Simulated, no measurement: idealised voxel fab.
Name of the process module below: voxel released beams
Cross-section cut spans 195 nm and uses square cells 5 nm in size.
Each cross-section below is a grid of square cells, stated as bands in top-down order, with one or more rows of cells making up each band.
Top, bottom (nm), then materials left to right with widths (nm); lone material tagged "all across" fills the whole band edge to edge; "empty" = empty space.
Heads up on the height convention: 0 is the point under which the incoming wafer is all one material, and the lowest band has no bottom, it just keeps going down, like "z 0 and below".
A two-number width, for instance "30..40", indicates that the width is equal to the first number in the top row of the band and to the second number in the bottom row, and that it changes by a constant amount per row of cells.
Any step labelled "all unchanged" changed none of the cells in the cross-section.
The label "Closed void catalog" introduces a list of the empty spaces, 8 cells or larger, that have no open way up to the top; each entry in it reads width x height at distance, where the distance is taken from the left edge and all three are stated in nm.
Formally, on a step line, whatever follows the settings is a remark that the simulator itself makes on the step.
Among the settings permitted on a step's line is "overlay nm"; applied to a step with a mask, it specifies the extent to which the mask lay to the right of its planned position, whereas a negative figure signifies a position to the left.
# Process steps (planned)
1) RECEIVE: material Si
2) CONFORMAL_DEP: material SiN, thk nm 5
3) DIRECTIONAL_DEP: material SiO2, thk nm 10
4) DIRECTIONAL_DEP: material aC, thk nm 10
5) PATTERN: tone open, mask id ANCHOR, material resist, width nm 40, thk nm 30, overlay nm 0
6) DIRECTIONAL_ETCH: etch materials aC, depth nm 10
7) STRIP: etch materials resist
8) DIRECTIONAL_ETCH: etch materials SiO2, depth nm 10
9) STRIP: etch materials aC
10) CONFORMAL_DEP: material W, thk nm 15
11) MASKED_ETCH: tone cover, mask id BEAM, width nm 110, etch materials W, depth nm 15, overlay nm -15
12) STRIP: etch materials SiO2
All wafers enter the flow in the same state. The overlay nm at step 11 differs from wafer to wafer, and the plan gives the value for the first wafer.
# Here's the first of the wafers in cross-section, just as we got it, i.e. after step 1
z 0 and below: Si all across
Closed void catalog: none
# The cross-section of the first of several wafers is given below for the end of the module, after its final step, step 12
z 30 to 20: empty 25  W 35  empty 10  W 65  empty 60
z 20 to 15: empty 25  W 110  empty 60
z 15 to 5: empty 45  W 40  empty 110
z 5 to 0: SiN all across
z 0 and below: Si all across
Closed void catalog: none
# Module end, final wafer: cross-section
z 30 to 20: empty 55  W 5  empty 10  W 95  empty 30
z 20 to 15: empty 55  W 110  empty 30
z 15 to 5: empty 45  W 40  empty 110
z 5 to 0: SiN all across
z 0 and below: Si all across
Closed void catalog: none
# For your reference, the table is organized with a row per wafer; each row reflects the wafer at the end of the module, indicating for each material the cells gained (+) or lost (-) since receipt, and thereafter its closed voids
overlay nm -15, +39 SiN, +78 W, Closed void catalog: none
overlay nm -10, +39 SiN, +78 W, Closed void catalog: none
overlay nm -5, +39 SiN, +78 W, Closed void catalog: none
overlay nm 0, +39 SiN, +78 W, Closed void catalog: none
overlay nm 5, +39 SiN, +78 W, Closed void catalog: none
overlay nm 10, +39 SiN, +78 W, Closed void catalog: none
overlay nm 15, +39 SiN, +78 W, Closed void catalog: none
